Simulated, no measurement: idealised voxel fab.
Presented below is a process module, voxel fin reveal.
The cross-section on display is named cut; it measures 275 nm wide, and its cells are 5 nm squares.
If you're reading a cross-section in this doc, picture square cells in a grid; it comes to you as bands, top ones listed first down to the bottom, and a band can be one or more rows of cells.
The band entry comprises the height of the band's top followed by the height of its bottom, expressed in nm, and subsequently the band's materials from left to right, each stated together with its width in nm. Where a single material is marked with the word "everywhere", that material fills the band from edge to edge. The word "blank" represents empty space.
Height is counted from the level 0, under which the received wafer is composed throughout of one material. The lowest of the bands is not closed at the bottom but continues downward, in the notation "z 0 and below".
With a width like "30..40", each row of cells in the band differs from the next by the same amount, the top row carrying the first number and the bottom row the second.
Step note "no alteration" = no cross-section cell changed.
Empty spaces without an open route to the top, at least 8 cells in extent, make up the entry "Voids, sealed"; each is given as width x height at distance, where the distance is measured from the left edge, and all are in nm.
Heads up: the bit after the settings on a step's line is the simulator's remark on that step.
"overlay nm" on a masked step: distance the mask lay right of its planned place, negative for left.

### Set out below are the planned steps of the process
step 1: RECEIVE, material Si
step 2: CONFORMAL_DEP, material SiN, thk nm 10
step 3: MASKED_ETCH, tone cover, mask id FINS, width nm 15, pitch nm 45, etch materials SiN, depth nm 10, overlay nm 0
step 4: MASKED_ETCH, tone cover, mask id FINS, width nm 15, pitch nm 45, etch materials Si, depth nm 35, overlay nm 0
step 5: OXIDIZE, depth nm 5
step 6: FILL_DEP, material SiO2, thk nm 15
step 7: CMP, height nm 10
step 8: SELECTIVE_ETCH, etch materials SiO2, depth nm 20
step 9: STRIP, etch materials SiN

### This is the cross-section of the wafer as we received it, i.e. after step 1
* z 0 and below: Si everywhere
* Voids, sealed: none

### Sectioned view, first of two wafers, at the close of the module, processed as intended in the plan
* z 0 to -10: blank 65 nm; Si 5 nm; blank 40 nm; Si 5 nm; blank 40 nm; Si 5 nm; blank 40 nm; Si 5 nm; blank 70 nm
* z -10 to -40: SiO2 65 nm; Si 5 nm; SiO2 40 nm; Si 5 nm; SiO2 40 nm; Si 5 nm; SiO2 40 nm; Si 5 nm; SiO2 70 nm
* z -40 and below: Si everywhere
* Voids, sealed: none

### Cross-sectional image of the second wafer of the two following completion of the module. Starting state and process plan were the same as for the first wafer; one execution error occurred
* z 0 to -10: blank 65 nm; Si 5 nm; blank 40 nm; Si 5 nm; blank 40 nm; Si 5 nm; blank 40 nm; Si 5 nm; blank 70 nm
* z -10 to -20: SiO2 40 nm; blank 25 nm; Si 5 nm; blank 40 nm; Si 5 nm; blank 40 nm; Si 5 nm; blank 40 nm; Si 5 nm; blank 25 nm; SiO2 45 nm
* z -20 to -40: SiO2 65 nm; Si 5 nm; SiO2 40 nm; Si 5 nm; SiO2 40 nm; Si 5 nm; SiO2 40 nm; Si 5 nm; SiO2 70 nm
* z -40 and below: Si everywhere
* Voids, sealed: none
Short version of what went wrong: steps 8 and 9 traded places in the executed sequence
At the finish, the second wafer shows more or fewer cells for some materials than the first does: SiO2: 68 fewer
